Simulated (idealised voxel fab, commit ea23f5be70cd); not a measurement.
You're looking at the process module voxel trench capacitor.
Cross-section cut: width 260 nm, square cells of 5 nm.
A cross-section is a grid of square cells, given in bands from the top down. A band is one or more rows of cells.
What a band's entry tells you: where the top is and where the bottom is, as heights in nm, and after that what lies inside, material by material from left to right, each with its width in nm. Empty space is written as the word "air", and a single material marked with the word "edge to edge" occupies the band from edge to edge.
Ref level 0: as-received wafer is one material below here. Bottom band extends down with no lower bound ("0..down").
A width such as "30..40" changes by the same amount from each row of cells to the next, from the band's top row to its bottom row.
Where a step carries "identical to before", the cross-section came out of it unchanged, cell for cell.
Closed-off voids of 8+ cells (no open route to the top) go in "Closed internal voids", written width x height at distance from the left edge, in nm.
Whatever follows a step's settings on its line is a remark the simulator itself makes about that step.
A step line may carry the setting "overlay nm", which, for steps involving a mask, states the distance by which the mask lay to the right of its intended position; negative values denote displacement to the left.
Here's what the planned process steps look like:
step 1: RECEIVE,material Si
step 2: CONFORMAL_DEP,material SiN,thk nm 5
step 3: PATTERN,tone open,mask id TRENCH,material resist,width nm 15,pitch nm 30,thk nm 20,overlay nm 0
step 4: DIRECTIONAL_ETCH,etch materials SiN,depth nm 5
step 5: DIRECTIONAL_ETCH,etch materials Si,depth nm 35
step 6: STRIP,etch materials resist
step 7: CONFORMAL_DEP,material SiO2,thk nm 5
step 8: FILL_DEP,material polySi,thk nm 5
step 9: CMP,height nm 5
It is noted that the wafers described herein are identical at the outset and are distinguished by the thk nm of step 7; the value stated in the plan corresponds to the first wafer.
The first of several wafers as received, shown in cross-section; this is its state after step 1:
    0..down | Si edge to edge
    Closed internal voids: none
Cross-section after step 9, the final step of the module, for the first of several wafers:
    5..0 | 90 nm SiN, then 5 nm SiO2, then 5 nm polySi, then 5 nm SiO2, then 15 nm SiN, then 5 nm SiO2, then 5 nm polySi, then 5 nm SiO2, then 15 nm SiN, then 5 nm SiO2, then 5 nm polySi, then 5 nm SiO2, then 95 nm SiN
    0..-30 | 90 nm Si, then 5 nm SiO2, then 5 nm polySi, then 5 nm SiO2, then 15 nm Si, then 5 nm SiO2, then 5 nm polySi, then 5 nm SiO2, then 15 nm Si, then 5 nm SiO2, then 5 nm polySi, then 5 nm SiO2, then 95 nm Si
    -30..-35 | 90 nm Si, then 15 nm SiO2, then 15 nm Si, then 15 nm SiO2, then 15 nm Si, then 15 nm SiO2, then 95 nm Si
    -35..down | Si edge to edge
    Closed internal voids: none
Last wafer of the set, cross-sectioned at end of module:
    5..0 | 90 nm SiN, then 15 nm SiO2, then 15 nm SiN, then 15 nm SiO2, then 15 nm SiN, then 15 nm SiO2, then 95 nm SiN
    0..-35 | 90 nm Si, then 15 nm SiO2, then 15 nm Si, then 15 nm SiO2, then 15 nm Si, then 15 nm SiO2, then 95 nm Si
    -35..down | Si edge to edge
    Closed internal voids: none
What follows is a table in which each wafer occupies a row; for the wafer as it stands at the close of the module, the row states, material by material, how many cells have been gained (+) or lost (-) since receipt, and then gives its closed voids:
thk nm 5, -63 Si, +43 SiN, +51 SiO2, +21 polySi, Closed internal voids: none
thk nm 10, -63 Si, +43 SiN, +72 SiO2, Closed internal voids: none
thk nm 15, -63 Si, +43 SiN, +72 SiO2, Closed internal voids: none
thk nm 20, -63 Si, +43 SiN, +72 SiO2, Closed internal voids: none
